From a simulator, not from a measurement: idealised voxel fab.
Herein follows the process module entitled voxel air gaps.
It is cross-section cut that appears here, measuring 300 nm in width, its square cells being 5 nm in size.
A cross-section is a grid of square cells, given in bands from the top down. A band is one or more rows of cells.
Basically the band line says how high the top is and how high the bottom is, in nm, and then what's in it from left to right, every material with its width in nm. Empty space shows up as "air", and if a single material carries "edge to edge" it runs the full band edge to edge.
Height reference: 0 = level under which incoming wafer is all one material. Lowest band: no bottom, runs on downward, e.g. "0 nm and below".
A two-number width, for instance "30->40", indicates that the width is equal to the first number in the top row of the band and to the second number in the bottom row, and that it changes by a constant amount per row of cells.
Step note "left unchanged" = no cross-section cell changed.
What "Completely enclosed voids" gives you is every empty space of 8 cells or more that is cut off from the top. Each appears as width x height at distance, with the distance taken from the left edge and width, height and distance all in nm.
Text after the settings on a step's line: the simulator's own remark on that step.
"overlay nm" answers the question of how far to the right of plan the mask lay on a step that has a mask, and when it is negative the answer is to the left.
Steps planned for the process:
1 RECEIVE,material Si
2 CONFORMAL_DEP,material SiO2,thk nm 15
3 CONFORMAL_DEP,material SiN,thk nm 5
4 DIRECTIONAL_DEP,material lowk,thk nm 30
5 MASKED_ETCH,tone open,mask id LINES,width nm 25,pitch nm 55,etch materials lowk,depth nm 30,overlay nm 0
6 CONFORMAL_DEP,material TiN,thk nm 5
7 FILL_DEP,material Ru,thk nm 5
8 CMP,height nm 50
9 EPI,material Ru,thk nm 10
10 SELECTIVE_ETCH,etch materials lowk,depth nm 40
11 CONFORMAL_DEP,material SiN,thk nm 5
What follows covers the first of two wafers; it ran as planned:
Here's what the wafer looked like in cross-section when it arrived - that's after step 1:
> 0 nm and below | Si edge to edge
> Completely enclosed voids: none
Cross-section: wafer state after step 2:
> 15 nm to 0 nm | SiO2 edge to edge
> Everything below 0 is unchanged.
Cross-section: wafer state after step 3:
> 20 nm to 15 nm | SiN edge to edge
> Everything below 15 is unchanged.
Cross-section: wafer state after step 4:
> 50 nm to 20 nm | lowk edge to edge
> Everything below 20 is unchanged.
Cross-section: wafer state after step 5:
> 50 nm to 20 nm | lowk: 80  air: 25  lowk: 30  air: 25  lowk: 30  air: 25  lowk: 85
> Everything below 20 is unchanged.
Cross-section: wafer state after step 6:
> 55 nm to 50 nm | TiN: 85  air: 15  TiN: 40  air: 15  TiN: 40  air: 15  TiN: 90
> 50 nm to 25 nm | lowk: 80  TiN: 5  air: 15  TiN: 5  lowk: 30  TiN: 5  air: 15  TiN: 5  lowk: 30  TiN: 5  air: 15  TiN: 5  lowk: 85
> 25 nm to 20 nm | lowk: 80  TiN: 25  lowk: 30  TiN: 25  lowk: 30  TiN: 25  lowk: 85
> Everything below 20 is unchanged.
Cross-section: wafer state after step 7:
> 60 nm to 55 nm | Ru edge to edge
> 55 nm to 50 nm | TiN: 85  Ru: 15  TiN: 40  Ru: 15  TiN: 40  Ru: 15  TiN: 90
> 50 nm to 25 nm | lowk: 80  TiN: 5  Ru: 15  TiN: 5  lowk: 30  TiN: 5  Ru: 15  TiN: 5  lowk: 30  TiN: 5  Ru: 15  TiN: 5  lowk: 85
> Everything below 25 is unchanged.
Cross-section: wafer state after step 8:
> 50 nm to 25 nm | lowk: 80  TiN: 5  Ru: 15  TiN: 5  lowk: 30  TiN: 5  Ru: 15  TiN: 5  lowk: 30  TiN: 5  Ru: 15  TiN: 5  lowk: 85
> Everything below 25 is unchanged.
Cross-section: wafer state after step 9:
> 60 nm to 50 nm | air: 70  Ru: 45  air: 10  Ru: 45  air: 10  Ru: 45  air: 75
> Everything below 50 is unchanged.
Cross-section: wafer state after step 10:
> 60 nm to 50 nm | air: 70  Ru: 45  air: 10  Ru: 45  air: 10  Ru: 45  air: 75
> 50 nm to 25 nm | air: 80  TiN: 5  Ru: 15  TiN: 5  air: 30  TiN: 5  Ru: 15  TiN: 5  air: 30  TiN: 5  Ru: 15  TiN: 5  air: 85
> 25 nm to 20 nm | air: 80  TiN: 25  air: 30  TiN: 25  air: 30  TiN: 25  air: 85
> Everything below 20 is unchanged.
Cross-section: wafer state after step 11:
> 65 nm to 60 nm | air: 65  SiN: 165  air: 70
> 60 nm to 50 nm | air: 65  SiN: 5  Ru: 45  SiN: 10  Ru: 45  SiN: 10  Ru: 45  SiN: 5  air: 70
> 50 nm to 45 nm | air: 65  SiN: 15  TiN: 5  Ru: 15  TiN: 5  SiN: 30  TiN: 5  Ru: 15  TiN: 5  SiN: 30  TiN: 5  Ru: 15  TiN: 5  SiN: 15  air: 70
> 45 nm to 25 nm | air: 75  SiN: 5  TiN: 5  Ru: 15  TiN: 5  SiN: 5  air: 20  SiN: 5  TiN: 5  Ru: 15  TiN: 5  SiN: 5  air: 20  SiN: 5  TiN: 5  Ru: 15  TiN: 5  SiN: 5  air: 80
> 25 nm to 20 nm | SiN: 80  TiN: 25  SiN: 30  TiN: 25  SiN: 30  TiN: 25  SiN: 85
> Everything below 20 is unchanged.
> Completely enclosed voids: 20 x 20 at 110; 20 x 20 at 165
The Second Wafer: Common Origin and Plan, One Mistake in Execution, Identical to the First Through Step 8:
Second wafer cross-section, taken as of the time the plan sets for step 9 to be done:
> 50 nm to 25 nm | air: 80  TiN: 5  Ru: 15  TiN: 5  air: 30  TiN: 5  Ru: 15  TiN: 5  air: 30  TiN: 5  Ru: 15  TiN: 5  air: 85
> 25 nm to 20 nm | air: 80  TiN: 25  air: 30  TiN: 25  air: 30  TiN: 25  air: 85
> Everything below 20 is unchanged.
Second wafer cross-section, taken as of the time the plan sets for step 10 to be done:
> 60 nm to 50 nm | air: 70  Ru: 45  air: 10  Ru: 45  air: 10  Ru: 45  air: 75
> 50 nm to 25 nm | air: 70  Ru: 10  TiN: 5  Ru: 15  TiN: 5  Ru: 10  air: 10  Ru: 10  TiN: 5  Ru: 15  TiN: 5  Ru: 10  air: 10  Ru: 10  TiN: 5  Ru: 15  TiN: 5  Ru: 10  air: 75
> 25 nm to 20 nm | air: 70  Ru: 10  TiN: 25  Ru: 10  air: 10  Ru: 10  TiN: 25  Ru: 10  air: 10  Ru: 10  TiN: 25  Ru: 10  air: 75
> Everything below 20 is unchanged.
Second wafer cross-section, taken as of the time the plan sets for step 11 to be done:
> 65 nm to 60 nm | air: 65  SiN: 165  air: 70
> 60 nm to 50 nm | air: 65  SiN: 5  Ru: 45  SiN: 10  Ru: 45  SiN: 10  Ru: 45  SiN: 5  air: 70
> 50 nm to 25 nm | air: 65  SiN: 5  Ru: 10  TiN: 5  Ru: 15  TiN: 5  Ru: 10  SiN: 10  Ru: 10  TiN: 5  Ru: 15  TiN: 5  Ru: 10  SiN: 10  Ru: 10  TiN: 5  Ru: 15  TiN: 5  Ru: 10  SiN: 5  air: 70
> 25 nm to 20 nm | SiN: 70  Ru: 10  TiN: 25  Ru: 10  SiN: 10  Ru: 10  TiN: 25  Ru: 10  SiN: 10  Ru: 10  TiN: 25  Ru: 10  SiN: 75
> Everything below 20 is unchanged.
Processing error: deviation from plan: step 10 and step 9 executed in one another's positions
The second wafer ends with more or fewer cells of some materials than the first, per final count: 72 more of Ru, 24 fewer of SiN
Long story short, the first wafer ends with 2 closed voids and the second one with 0.
